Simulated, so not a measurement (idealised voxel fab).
Herein follows the process module entitled voxel tone inversion.
cross-section cut | 160 nm wide | cells 5 nm
Format of a cross-section: grid, square cells. Given as bands. Order: top down. Band: one or more rows of cells.
It is stipulated that each band's entry specify, in nanometres, the height of the top of the band and then that of its bottom, followed by the materials of the band in left-to-right sequence, each together with its width in nanometres. A single material marked by the word "throughout" is understood to fill the band from edge to edge; the word "blank" is understood to denote empty space.
Convention: height 0 is the level below which the wafer, as received, is all one material. The lowest band does not terminate at the bottom but continues downward, represented as "0 -> down".
Think of "30->40" as a width that walks from the first number to the second as you go down the band, top row to bottom row, taking equal-sized steps from row to row.
When a step is marked "no modifications", none of the cells in the cross-section changed during that step.
For the entry "Trapped void list", the listed items are empty spaces with no open way to the top whose size is 8 cells or more; each item follows the pattern width x height at distance, where distance is from the left edge and all three are in nm.
Note: text after step settings on the step line = simulator remark on that step.
The setting "overlay nm" may be written on the line of a step. When the step uses a mask, the value reports how far to the right of the planned place the mask lay, and a negative value reports that it lay to the left.

## Process steps (planned)
step 1: RECEIVE with material Si
step 2: CONFORMAL_DEP with material SiCN, thk nm 5
step 3: DIRECTIONAL_DEP with material aC, thk nm 25
step 4: PATTERN with tone cover, mask id POSTS, material resist, width nm 25, pitch nm 40, thk nm 30, overlay nm 0
step 5: DIRECTIONAL_ETCH with etch materials aC, depth nm 25
step 6: STRIP with etch materials resist
step 7: FILL_DEP with material SiO2, thk nm 5
step 8: CMP with height nm 30
step 9: STRIP with etch materials aC

## First of two wafers, with the run carried out as planned

## Wafer cross-section on receipt, i.e. after step 1
    0 -> down = Si throughout
    Trapped void list: none

## Once step 2 is through, the wafer looks like this in cross-section
    5 -> 0 = SiCN throughout
    Heights below 0 show no change.

## Once step 3 is through, the wafer looks like this in cross-section
    30 -> 5 = aC throughout
    Heights below 5 show no change.

## Once step 4 is through, the wafer looks like this in cross-section
    60 -> 30 = 25 of blank; 25 of resist; 15 of blank; 25 of resist; 15 of blank; 25 of resist; 30 of blank
    Heights below 30 show no change.

## Once step 5 is through, the wafer looks like this in cross-section
    35 -> 30 = 25 of blank; 25 of resist; 15 of blank; 25 of resist; 15 of blank; 25 of resist; 30 of blank
    30 -> 5 = 25 of blank; 25 of aC; 15 of blank; 25 of aC; 15 of blank; 25 of aC; 30 of blank
    Heights below 5 show no change.

## Once step 6 is through, the wafer looks like this in cross-section
    30 -> 5 = 25 of blank; 25 of aC; 15 of blank; 25 of aC; 15 of blank; 25 of aC; 30 of blank
    Heights below 5 show no change.

## Once step 7 is through, the wafer looks like this in cross-section
    35 -> 30 = SiO2 throughout
    30 -> 5 = 25 of SiO2; 25 of aC; 15 of SiO2; 25 of aC; 15 of SiO2; 25 of aC; 30 of SiO2
    Heights below 5 show no change.

## Once step 8 is through, the wafer looks like this in cross-section
    30 -> 5 = 25 of SiO2; 25 of aC; 15 of SiO2; 25 of aC; 15 of SiO2; 25 of aC; 30 of SiO2
    Heights below 5 show no change.

## Once step 9 is through, the wafer looks like this in cross-section
    30 -> 5 = 25 of SiO2; 25 of blank; 15 of SiO2; 25 of blank; 15 of SiO2; 25 of blank; 30 of SiO2
    Heights below 5 show no change.

## Second wafer, same starting conditions and recipe as the first, one mistake in executing it, nothing differs from the first up to and including step 1

## Cross-sectional representation of the second wafer at the time designated in the plan for the completion of step 2
    25 -> 0 = aC throughout
    Heights below 0 show no change.

## Cross-sectional representation of the second wafer at the time designated in the plan for the completion of step 3
    30 -> 25 = SiCN throughout
    Heights below 25 show no change.

## Cross-sectional representation of the second wafer at the time designated in the plan for the completion of step 4
    60 -> 30 = 25 of blank; 25 of resist; 15 of blank; 25 of resist; 15 of blank; 25 of resist; 30 of blank
    Heights below 30 show no change.

## Cross-sectional representation of the second wafer at the time designated in the plan for the completion of step 5
    35 -> 30 = 25 of blank; 25 of resist; 15 of blank; 25 of resist; 15 of blank; 25 of resist; 30 of blank
    Heights below 30 show no change.

## Cross-sectional representation of the second wafer at the time designated in the plan for the completion of step 6
    30 -> 25 = SiCN throughout
    Heights below 25 show no change.

## Cross-sectional representation of the second wafer at the time designated in the plan for the completion of step 7
    35 -> 30 = SiO2 throughout
    Heights below 30 show no change.

## Cross-sectional representation of the second wafer at the time designated in the plan for the completion of step 8
    30 -> 25 = SiCN throughout
    Heights below 25 show no change.

Cross-sectional representation of the second wafer at the time designated in the plan for the completion of step 9: no modifications
Which mistake was made when the wafer was run? steps 2 and 3 traded places in the executed sequence
The second wafer ends with more or fewer cells of some materials than the first, per final count: SiO2: 85 fewer, aC: 160 more
